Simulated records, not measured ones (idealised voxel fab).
Process module under the name voxel gate over fins
The cross-section on display is named cut; it measures 235 nm wide, and its cells are 5 nm squares.
We lay out every cross-section as a grid of square cells and spell it out in bands from the top down, where one band means one or more rows of cells. Heights first: top, then bottom, in nm. Then materials, left to right, each with a width in nm. "throughout" on a single material: fills the band edge to edge. "blank": empty space. Height 0 is the level under which the wafer as received is all one material. The lowest band goes on downwards, as in "0..down". Width: "30..40" (first number = top row, second number = bottom row, same change from row to row of cells). Basically "no alteration" means that step didn't change any cell in the cross-section. "Closed void roster" means: voids of 8 cells or more that are shut off from the top with no open way through. Written width x height at distance, distance from the left edge, in nm. Where a step's line continues beyond its settings, the continuation is a remark by the simulator itself on that step. overlay nm, on a step with a mask: how far to the right of its planned place the mask lay; to the left if negative.
The steps planned for the process are as follows
- 1: RECEIVE [material Si]
- 2: CONFORMAL_DEP [material SiN] [thk nm 10]
- 3: PATTERN [tone cover] [mask id FINS] [material resist] [width nm 15] [pitch nm 55] [thk nm 15] [overlay nm 0]
- 4: DIRECTIONAL_ETCH [etch materials SiN] [depth nm 10]
- 5: DIRECTIONAL_ETCH [etch materials Si] [depth nm 40]
- 6: STRIP [etch materials resist]
- 7: OXIDIZE [depth nm 5]
- 8: FILL_DEP [material SiO2] [thk nm 5]
- 9: CMP [height nm 10]
- 10: DIRECTIONAL_DEP [material aC] [thk nm 15]
- 11: PATTERN [tone open] [mask id RAIL] [material resist] [width nm 15] [thk nm 30] [overlay nm 0]
- 12: DIRECTIONAL_ETCH [etch materials aC] [depth nm 15]
- 13: STRIP [etch materials resist]
- 14: DIRECTIONAL_ETCH [etch materials SiO2] [depth nm 45]
- 15: STRIP [etch materials aC]
- 16: CONFORMAL_DEP [material TiN] [thk nm 5]
- 17: FILL_DEP [material Ru] [thk nm 10]
- 18: CMP [height nm 10]
- 19: SELECTIVE_ETCH [etch materials W Ru TiN] [depth nm 30]
- 20: FILL_DEP [material SiO2] [thk nm 5]
- 21: CMP [height nm 10]
- 22: SELECTIVE_ETCH [etch materials SiO2] [depth nm 25]
- 23: STRIP [etch materials SiN]
- 24: CONFORMAL_DEP [material HfO2] [thk nm 5]
- 25: CONFORMAL_DEP [material TiN] [thk nm 5]
- 26: FILL_DEP [material W] [thk nm 10]
- 27: CMP [height nm 15]
- 28: CONFORMAL_DEP [material SiN] [thk nm 10]
So this is the incoming wafer in cross-section - it's already been through step 1
> 0..down = Si throughout
> Closed void roster: none
End-of-module cross-section of the first of two wafers, processed as planned
> 25..15 = SiN throughout
> 15..10 = W throughout
> 10..5 = W 50; TiN 25; W 30; TiN 25; W 30; TiN 25; W 50
> 5..0 = W 50; TiN 5; HfO2 15; TiN 5; W 30; TiN 5; HfO2 15; TiN 5; W 30; TiN 5; HfO2 15; TiN 5; W 50
> 0..-5 = W 50; TiN 5; HfO2 5; Si 5; HfO2 5; TiN 5; W 30; TiN 5; HfO2 5; Si 5; HfO2 5; TiN 5; W 30; TiN 5; HfO2 5; Si 5; HfO2 5; TiN 5; W 50
> -5..-10 = TiN 55; HfO2 5; Si 5; HfO2 5; TiN 40; HfO2 5; Si 5; HfO2 5; TiN 40; HfO2 5; Si 5; HfO2 5; TiN 55
> -10..-15 = HfO2 60; Si 5; HfO2 50; Si 5; HfO2 50; Si 5; HfO2 60
> -15..-20 = SiO2 60; Si 5; SiO2 50; Si 5; SiO2 50; Si 5; SiO2 60
> -20..-30 = SiO2 60; Si 5; SiO2 15; TiN 5; Ru 5; TiN 5; SiO2 20; Si 5; SiO2 50; Si 5; SiO2 60
> -30..-35 = SiO2 60; Si 5; SiO2 15; TiN 15; SiO2 20; Si 5; SiO2 50; Si 5; SiO2 60
> -35..-45 = SiO2 60; Si 5; SiO2 50; Si 5; SiO2 50; Si 5; SiO2 60
> -45..down = Si throughout
> Closed void roster: none
End of module, second wafer, cross-section. Started like the first, planned like the first, run with one mistake
> 20..15 = SiN throughout
> 15..10 = W throughout
> 10..5 = W 50; TiN 25; W 30; TiN 25; W 30; TiN 25; W 50
> 5..0 = W 50; TiN 5; HfO2 15; TiN 5; W 30; TiN 5; HfO2 15; TiN 5; W 30; TiN 5; HfO2 15; TiN 5; W 50
> 0..-5 = W 50; TiN 5; HfO2 5; Si 5; HfO2 5; TiN 5; W 30; TiN 5; HfO2 5; Si 5; HfO2 5; TiN 5; W 30; TiN 5; HfO2 5; Si 5; HfO2 5; TiN 5; W 50
> -5..-10 = TiN 55; HfO2 5; Si 5; HfO2 5; TiN 40; HfO2 5; Si 5; HfO2 5; TiN 40; HfO2 5; Si 5; HfO2 5; TiN 55
> -10..-15 = HfO2 60; Si 5; HfO2 50; Si 5; HfO2 50; Si 5; HfO2 60
> -15..-20 = SiO2 60; Si 5; SiO2 50; Si 5; SiO2 50; Si 5; SiO2 60
> -20..-30 = SiO2 60; Si 5; SiO2 15; TiN 5; Ru 5; TiN 5; SiO2 20; Si 5; SiO2 50; Si 5; SiO2 60
> -30..-35 = SiO2 60; Si 5; SiO2 15; TiN 15; SiO2 20; Si 5; SiO2 50; Si 5; SiO2 60
> -35..-45 = SiO2 60; Si 5; SiO2 50; Si 5; SiO2 50; Si 5; SiO2 60
> -45..down = Si throughout
> Closed void roster: none
Want to know what went wrong? the process deviated at step 28: the operation and settings actually run there were CONFORMAL_DEP [material SiN] [thk nm 5]
The final cell counts differ between the wafers, with the second having more or fewer of some materials than the first: SiN: 47 fewer
